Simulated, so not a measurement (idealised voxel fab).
process module | voxel spacer lines
cross-section cut | 220 nm wide | cells 5 nm
A cross-section is a grid of square cells, given in bands from the top down. A band is one or more rows of cells.
Each band's line starts with the height of the band's top and of its bottom, in nm. Then come its materials from left to right, each with its width in nm. One material with "throughout" fills the band from edge to edge. "air" is empty space.
Height 0 is the level under which the wafer as received is all one material. The lowest band goes on downwards, as in "0 down".
A width such as "30 to 40" changes by the same amount from each row of cells to the next, from the band's top row to its bottom row.
"no change" after a step means that no cell of the cross-section changed.
closed voids: empty space of 8 cells or more with no open way to the top, each as width x height at its distance from the left edge, in nm
after a step's settings: what the simulator itself notes on the step
overlay nm, on a step with a mask: how far to the right of its planned place the mask lay; to the left if negative
plan
1 op RECEIVE | material Si
2 op CONFORMAL_DEP | material Al2O3 | thk nm 10
3 op DIRECTIONAL_DEP | material SiN | thk nm 10
4 op DIRECTIONAL_DEP | material aC | thk nm 25
5 op PATTERN | tone cover | mask id MANDREL | material resist | width nm 15 | pitch nm 60 | thk nm 30 | overlay nm 0
6 op DIRECTIONAL_ETCH | etch materials aC | depth nm 25
7 op STRIP | etch materials resist
8 op CONFORMAL_DEP | material SiO2 | thk nm 5
9 op DIRECTIONAL_ETCH | etch materials SiO2 | depth nm 15
10 op STRIP | etch materials aC
11 op DIRECTIONAL_ETCH | etch materials SiN | depth nm 10
12 op STRIP | etch materials SiO2
13 op FILL_DEP | material SiO2 | thk nm 5
14 op CMP | height nm 20
varied across the wafers: thk nm of step 8. The plan shows the first wafer's value. All wafers start alike
first wafer as received, after step 1
  0 down: Si throughout
  closed voids: none
each wafer at the end: cells of each material gained (+) or lost (-) since it was received, then its closed voids
thk nm 5 | +88 Al2O3 | +12 SiN | +76 SiO2 | closed voids: none
thk nm 10 | +88 Al2O3 | +24 SiN | +64 SiO2 | closed voids: none
thk nm 15 | +88 Al2O3 | +36 SiN | +52 SiO2 | closed voids: none
thk nm 20 | +88 Al2O3 | +88 SiN | closed voids: none
thk nm 25 | +88 Al2O3 | +88 SiN | closed voids: none
thk nm 30 | +88 Al2O3 | +88 SiN | closed voids: none
